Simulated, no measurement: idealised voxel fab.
Proc. module: voxel capacitor over wiring
The width of the displayed cross-section, cut, is 230 nm; its cells are square, with a size of 5 nm.
The cross-sections in this document take the form of a grid made of square cells. They are written out as bands, in order from top to bottom. Each band consists of one or more rows of cells. Heights first: top, then bottom, in nm. Then materials, left to right, each with a width in nm. "throughout" on a single material: fills the band edge to edge. "blank": empty space. Counting heights begins at 0, where everything beneath is, in the wafer as received, one material. The lowest band has no bottom; it goes on downwards, as "z 0 and below" shows. Width spec "30..40" -> top row of cells at first value, bottom row at second value, equal per-row change in between. "all unchanged", as given for a step, is the statement that not any cell of the cross-section underwent a change during that step. The entry titled "Catalogued sealed voids" provides the empty spaces that have no open way to the top, restricted to those of 8 cells or more. Each is presented as width x height at distance, the distance being measured from the left edge, with all three in nm. after a step's settings: what the simulator itself notes on the step. You can add "overlay nm" to a step's line. For a step with a mask, it describes how far the mask lay to the right of its planned position, and a negative number describes a lay to the left.
**The planned process steps are enumerated hereunder**
1) op RECEIVE | material Si
2) op CONFORMAL_DEP | material SiO2 | thk nm 10
3) op CONFORMAL_DEP | material SiN | thk nm 5
4) op DIRECTIONAL_DEP | material lowk | thk nm 15
5) op PATTERN | tone open | mask id METAL_1 | material resist | width nm 20 | pitch nm 80 | thk nm 20 | overlay nm 0
6) op DIRECTIONAL_ETCH | etch materials lowk | depth nm 15
7) op DIRECTIONAL_ETCH | etch materials SiN | depth nm 5
8) op STRIP | etch materials resist
9) op CONFORMAL_DEP | material TiN | thk nm 5
10) op FILL_DEP | material W | thk nm 10
11) op CMP | height nm 30
12) op CONFORMAL_DEP | material SiCN | thk nm 5
13) op DIRECTIONAL_DEP | material SiO2 | thk nm 15
14) op MASKED_ETCH | tone open | mask id PLUG_1 | width nm 15 | etch materials SiO2 | depth nm 15 | overlay nm 0
15) op MASKED_ETCH | tone open | mask id PLUG_1 | width nm 15 | etch materials SiCN | depth nm 5 | overlay nm 0
16) op CONFORMAL_DEP | material TiN | thk nm 5
17) op FILL_DEP | material Ru | thk nm 10
18) op CMP | height nm 50
19) op DIRECTIONAL_DEP | material TiN | thk nm 5
20) op DIRECTIONAL_DEP | material Al2O3 | thk nm 5
21) op DIRECTIONAL_DEP | material TiN | thk nm 5
22) op MASKED_ETCH | tone cover | mask id UPPER_PLATE | width nm 65 | etch materials TiN | depth nm 5 | overlay nm 0
23) op MASKED_ETCH | tone cover | mask id UPPER_PLATE | width nm 65 | etch materials Al2O3 | depth nm 5 | overlay nm 0
24) op PATTERN | tone cover | mask id LOWER_PLATE | material resist | width nm 75 | thk nm 20 | overlay nm 0
25) op DIRECTIONAL_ETCH | etch materials TiN | depth nm 5
26) op STRIP | etch materials resist
27) op FILL_DEP | material SiO2 | thk nm 15
28) op CMP | height nm 75
29) op MASKED_ETCH | tone open | mask id PLUG_2 | width nm 15 | etch materials SiO2 | depth nm 10 | overlay nm 0
30) op CONFORMAL_DEP | material TiN | thk nm 5
31) op FILL_DEP | material Ru | thk nm 10
32) op CMP | height nm 75
33) op CONFORMAL_DEP | material SiN | thk nm 5
**On the first of the two wafers: run conducted according to plan**
**Step 1 complete: cross-section of the wafer as received**
* z 0 and below = Si throughout
* Catalogued sealed voids: none
**After step 2: wafer cross-section**
* z 10 to 0 = SiO2 throughout
* Below 0, no change.
**After step 3: wafer cross-section**
* z 15 to 10 = SiN throughout
* Below 10, no change.
**After step 4: wafer cross-section**
* z 30 to 15 = lowk throughout
* Below 15, no change.
**After step 5: wafer cross-section**
* z 50 to 30 = 65 of resist | 20 of blank | 60 of resist | 20 of blank | 65 of resist
* Below 30, no change.
**After step 6: wafer cross-section**
* z 50 to 30 = 65 of resist | 20 of blank | 60 of resist | 20 of blank | 65 of resist
* z 30 to 15 = 65 of lowk | 20 of blank | 60 of lowk | 20 of blank | 65 of lowk
* Below 15, no change.
**After step 7: wafer cross-section**
* z 50 to 30 = 65 of resist | 20 of blank | 60 of resist | 20 of blank | 65 of resist
* z 30 to 15 = 65 of lowk | 20 of blank | 60 of lowk | 20 of blank | 65 of lowk
* z 15 to 10 = 65 of SiN | 20 of blank | 60 of SiN | 20 of blank | 65 of SiN
* Below 10, no change.
**After step 8: wafer cross-section**
* z 30 to 15 = 65 of lowk | 20 of blank | 60 of lowk | 20 of blank | 65 of lowk
* Below 15, no change.
**After step 9: wafer cross-section**
* z 35 to 30 = 70 of TiN | 10 of blank | 70 of TiN | 10 of blank | 70 of TiN
* z 30 to 15 = 65 of lowk | 5 of TiN | 10 of blank | 5 of TiN | 60 of lowk | 5 of TiN | 10 of blank | 5 of TiN | 65 of lowk
* z 15 to 10 = 65 of SiN | 20 of TiN | 60 of SiN | 20 of TiN | 65 of SiN
* Below 10, no change.
**After step 10: wafer cross-section**
* z 45 to 35 = W throughout
* z 35 to 30 = 70 of TiN | 10 of W | 70 of TiN | 10 of W | 70 of TiN
* z 30 to 15 = 65 of lowk | 5 of TiN | 10 of W | 5 of TiN | 60 of lowk | 5 of TiN | 10 of W | 5 of TiN | 65 of lowk
* Below 15, no change.
**After step 11: wafer cross-section**
* z 30 to 15 = 65 of lowk | 5 of TiN | 10 of W | 5 of TiN | 60 of lowk | 5 of TiN | 10 of W | 5 of TiN | 65 of lowk
* Below 15, no change.
**After step 12: wafer cross-section**
* z 35 to 30 = SiCN throughout
* Below 30, no change.
**After step 13: wafer cross-section**
* z 50 to 35 = SiO2 throughout
* Below 35, no change.
**After step 14: wafer cross-section**
* z 50 to 35 = 70 of SiO2 | 15 of blank | 145 of SiO2
* Below 35, no change.
**After step 15: wafer cross-section**
* z 50 to 35 = 70 of SiO2 | 15 of blank | 145 of SiO2
* z 35 to 30 = 70 of SiCN | 15 of blank | 145 of SiCN
* Below 30, no change.
**After step 16: wafer cross-section**
* z 55 to 50 = 75 of TiN | 5 of blank | 150 of TiN
* z 50 to 35 = 70 of SiO2 | 5 of TiN | 5 of blank | 5 of TiN | 145 of SiO2
* z 35 to 30 = 70 of SiCN | 15 of TiN | 145 of SiCN
* Below 30, no change.
**After step 17: wafer cross-section**
* z 65 to 55 = Ru throughout
* z 55 to 50 = 75 of TiN | 5 of Ru | 150 of TiN
* z 50 to 35 = 70 of SiO2 | 5 of TiN | 5 of Ru | 5 of TiN | 145 of SiO2
* Below 35, no change.
**After step 18: wafer cross-section**
* z 50 to 35 = 70 of SiO2 | 5 of TiN | 5 of Ru | 5 of TiN | 145 of SiO2
* Below 35, no change.
**After step 19: wafer cross-section**
* z 55 to 50 = TiN throughout
* Below 50, no change.
**After step 20: wafer cross-section**
* z 60 to 55 = Al2O3 throughout
* Below 55, no change.
**After step 21: wafer cross-section**
* z 65 to 60 = TiN throughout
* Below 60, no change.
**After step 22: wafer cross-section**
* z 65 to 60 = 70 of blank | 65 of TiN | 95 of blank
* Below 60, no change.
**After step 23: wafer cross-section**
* z 65 to 60 = 70 of blank | 65 of TiN | 95 of blank
* z 60 to 55 = 70 of blank | 65 of Al2O3 | 95 of blank
* Below 55, no change.
**After step 24: wafer cross-section**
* z 85 to 65 = 65 of blank | 75 of resist | 90 of blank
* z 65 to 60 = 65 of blank | 5 of resist | 65 of TiN | 5 of resist | 90 of blank
* z 60 to 55 = 65 of blank | 5 of resist | 65 of Al2O3 | 5 of resist | 90 of blank
* Below 55, no change.
**After step 25: wafer cross-section**
* z 85 to 65 = 65 of blank | 75 of resist | 90 of blank
* z 65 to 60 = 65 of blank | 5 of resist | 65 of TiN | 5 of resist | 90 of blank
* z 60 to 55 = 65 of blank | 5 of resist | 65 of Al2O3 | 5 of resist | 90 of blank
* z 55 to 50 = 65 of blank | 75 of TiN | 90 of blank
* Below 50, no change.
**After step 26: wafer cross-section**
* z 65 to 60 = 70 of blank | 65 of TiN | 95 of blank
* z 60 to 55 = 70 of blank | 65 of Al2O3 | 95 of blank
* Below 55, no change.
**After step 27: wafer cross-section**
* z 80 to 65 = SiO2 throughout
* z 65 to 60 = 70 of SiO2 | 65 of TiN | 95 of SiO2
* z 60 to 55 = 70 of SiO2 | 65 of Al2O3 | 95 of SiO2
* z 55 to 50 = 65 of SiO2 | 75 of TiN | 90 of SiO2
* Below 50, no change.
**After step 28: wafer cross-section**
* z 75 to 65 = SiO2 throughout
* Below 65, no change.
**After step 29: wafer cross-section**
* z 75 to 65 = 80 of SiO2 | 15 of blank | 135 of SiO2
* Below 65, no change.
**After step 30: wafer cross-section**
* z 80 to 75 = 85 of TiN | 5 of blank | 140 of TiN
* z 75 to 70 = 80 of SiO2 | 5 of TiN | 5 of blank | 5 of TiN | 135 of SiO2
* z 70 to 60 = 80..70 of SiO2 | 15..65 of TiN | 135..95 of SiO2
* Below 60, no change.
**After step 31: wafer cross-section**
* z 90 to 80 = Ru throughout
* z 80 to 75 = 85 of TiN | 5 of Ru | 140 of TiN
* z 75 to 70 = 80 of SiO2 | 5 of TiN | 5 of Ru | 5 of TiN | 135 of SiO2
* Below 70, no change.
**After step 32: wafer cross-section**
* z 75 to 70 = 80 of SiO2 | 5 of TiN | 5 of Ru | 5 of TiN | 135 of SiO2
* Below 70, no change.
**After step 33: wafer cross-section**
* z 80 to 75 = SiN throughout
* Below 75, no change.
**Second wafer - shared start and plan with the first - one error in running - same as the first up to step 11 inclusive**
**Look at the second wafer in cross-section at the time step 12 ought to have finished**
* z 45 to 30 = SiO2 throughout
* Below 30, no change.
**Look at the second wafer in cross-section at the time step 13 ought to have finished**
* z 50 to 45 = SiCN throughout
* Below 45, no change.
Look at the second wafer in cross-section at the time step 14 ought to have finished: all unchanged
**Look at the second wafer in cross-section at the time step 15 ought to have finished**
* z 50 to 45 = 70 of SiCN | 15 of blank | 145 of SiCN
* Below 45, no change.
**Look at the second wafer in cross-section at the time step 16 ought to have finished**
* z 55 to 50 = 75 of TiN | 5 of blank | 150 of TiN
* z 50 to 45 = 70 of SiCN | 15 of TiN | 145 of SiCN
* Below 45, no change.
**Look at the second wafer in cross-section at the time step 17 ought to have finished**
* z 65 to 55 = Ru throughout
* z 55 to 50 = 75 of TiN | 5 of Ru | 150 of TiN
* Below 50, no change.
**Look at the second wafer in cross-section at the time step 18 ought to have finished**
* z 50 to 45 = 70 of SiCN | 15 of TiN | 145 of SiCN
* Below 45, no change.
**Look at the second wafer in cross-section at the time step 19 ought to have finished**
* z 55 to 50 = TiN throughout
* Below 50, no change.
**Look at the second wafer in cross-section at the time step 20 ought to have finished**
* z 60 to 55 = Al2O3 throughout
* Below 55, no change.
**Look at the second wafer in cross-section at the time step 21 ought to have finished**
* z 65 to 60 = TiN throughout
* Below 60, no change.
**Look at the second wafer in cross-section at the time step 22 ought to have finished**
* z 65 to 60 = 70 of blank | 65 of TiN | 95 of blank
* Below 60, no change.
**Look at the second wafer in cross-section at the time step 23 ought to have finished**
* z 65 to 60 = 70 of blank | 65 of TiN | 95 of blank
* z 60 to 55 = 70 of blank | 65 of Al2O3 | 95 of blank
* Below 55, no change.
**Look at the second wafer in cross-section at the time step 24 ought to have finished**
* z 85 to 65 = 65 of blank | 75 of resist | 90 of blank
* z 65 to 60 = 65 of blank | 5 of resist | 65 of TiN | 5 of resist | 90 of blank
* z 60 to 55 = 65 of blank | 5 of resist | 65 of Al2O3 | 5 of resist | 90 of blank
* Below 55, no change.
**Look at the second wafer in cross-section at the time step 25 ought to have finished**
* z 85 to 65 = 65 of blank | 75 of resist | 90 of blank
* z 65 to 60 = 65 of blank | 5 of resist | 65 of TiN | 5 of resist | 90 of blank
* z 60 to 55 = 65 of blank | 5 of resist | 65 of Al2O3 | 5 of resist | 90 of blank
* z 55 to 50 = 65 of blank | 75 of TiN | 90 of blank
* Below 50, no change.
**Look at the second wafer in cross-section at the time step 26 ought to have finished**
* z 65 to 60 = 70 of blank | 65 of TiN | 95 of blank
* z 60 to 55 = 70 of blank | 65 of Al2O3 | 95 of blank
* Below 55, no change.
**Look at the second wafer in cross-section at the time step 27 ought to have finished**
* z 80 to 65 = SiO2 throughout
* z 65 to 60 = 70 of SiO2 | 65 of TiN | 95 of SiO2
* z 60 to 55 = 70 of SiO2 | 65 of Al2O3 | 95 of SiO2
* z 55 to 50 = 65 of SiO2 | 75 of TiN | 90 of SiO2
* Below 50, no change.
**Look at the second wafer in cross-section at the time step 28 ought to have finished**
* z 75 to 65 = SiO2 throughout
* Below 65, no change.
**Look at the second wafer in cross-section at the time step 29 ought to have finished**
* z 75 to 65 = 80 of SiO2 | 15 of blank | 135 of SiO2
* Below 65, no change.
**Look at the second wafer in cross-section at the time step 30 ought to have finished**
* z 80 to 75 = 85 of TiN | 5 of blank | 140 of TiN
* z 75 to 70 = 80 of SiO2 | 5 of TiN | 5 of blank | 5 of TiN | 135 of SiO2
* z 70 to 60 = 80..70 of SiO2 | 15..65 of TiN | 135..95 of SiO2
* Below 60, no change.
**Look at the second wafer in cross-section at the time step 31 ought to have finished**
* z 90 to 80 = Ru throughout
* z 80 to 75 = 85 of TiN | 5 of Ru | 140 of TiN
* z 75 to 70 = 80 of SiO2 | 5 of TiN | 5 of Ru | 5 of TiN | 135 of SiO2
* Below 70, no change.
**Look at the second wafer in cross-section at the time step 32 ought to have finished**
* z 75 to 70 = 80 of SiO2 | 5 of TiN | 5 of Ru | 5 of TiN | 135 of SiO2
* Below 70, no change.
**Look at the second wafer in cross-section at the time step 33 ought to have finished**
* z 80 to 75 = SiN throughout
* Below 75, no change.
In executing the process, a mistake was made relative to the plan: steps 12 and 13 were swapped
Upon completion, the second wafer contains, in terms of cells, a greater or smaller amount of certain materials than the first wafer: Ru -3 | SiO2 +9 | TiN -6
